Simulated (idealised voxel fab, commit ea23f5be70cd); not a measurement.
voxel plated lines: a process module
In the cross-section labelled cut, the width is 200 nm and each square cell is 5 nm.
Cross-section, as written here: a square-cell grid given band by band from the top down, where a band holds one or more rows of cells. In this notation a band is specified by the heights of its top and bottom, in that order and in nm, after which its materials appear from left to right, each paired with its width in nm. The word "full width" attached to a single material means that material fills the band from edge to edge; the word "empty" stands for empty space. Heights from 0 (as-received wafer is one material below). Bottom band endless downward, as "0..down". With a width like "30->40", each row of cells in the band differs from the next by the same amount, the top row carrying the first number and the bottom row the second. No cell of the cross-section changed in a step that is given as "remained unchanged". "Closed void entries": sealed empty spaces, 8 cells or more, no open way to top, listed width x height at distance, with distance from the left edge and width, height and distance in nm. On each step's line, the part that comes after the settings is the simulator's own comment on the step. On any step carrying a mask, the "overlay nm" setting, if present on the step's line, tells how far right of its planned place the mask lay; negative values point to the left.

[Steps in the process plan]
1) op RECEIVE | material Si
2) op CONFORMAL_DEP | material Al2O3 | thk nm 10
3) op DIRECTIONAL_DEP | material TiN | thk nm 5
4) op PATTERN | tone open | mask id LINES | material resist | width nm 25 | pitch nm 55 | thk nm 35 | overlay nm 0
5) op EPI | material Ru | thk nm 10
6) op EPI | material Ru | thk nm 5
7) op EPI | material Ru | thk nm 5
8) op STRIP | etch materials resist
9) op DIRECTIONAL_ETCH | etch materials TiN | depth nm 5
10) op CONFORMAL_DEP | material SiN | thk nm 10

[Cross-section of the incoming wafer, state after step 1]
  0..down = Si full width
  Closed void entries: none

[The module was run from the start shown above using the plan shown above, but one mistake was made doing it; the resulting wafer cross-section is below]
  55..45 = 50 of empty, 45 of SiN, 10 of empty, 45 of SiN, 50 of empty
  45..20 = 50 of empty, 10 of SiN, 25 of Ru, 10 of SiN, 10 of empty, 10 of SiN, 25 of Ru, 10 of SiN, 50 of empty
  20..15 = 60 of SiN, 25 of Ru, 30 of SiN, 25 of Ru, 60 of SiN
  15..10 = 60 of SiN, 25 of TiN, 30 of SiN, 25 of TiN, 60 of SiN
  10..0 = Al2O3 full width
  0..down = Si full width
  Closed void entries: none
Where did the run depart from the plan? the plan had its step 5 run twice
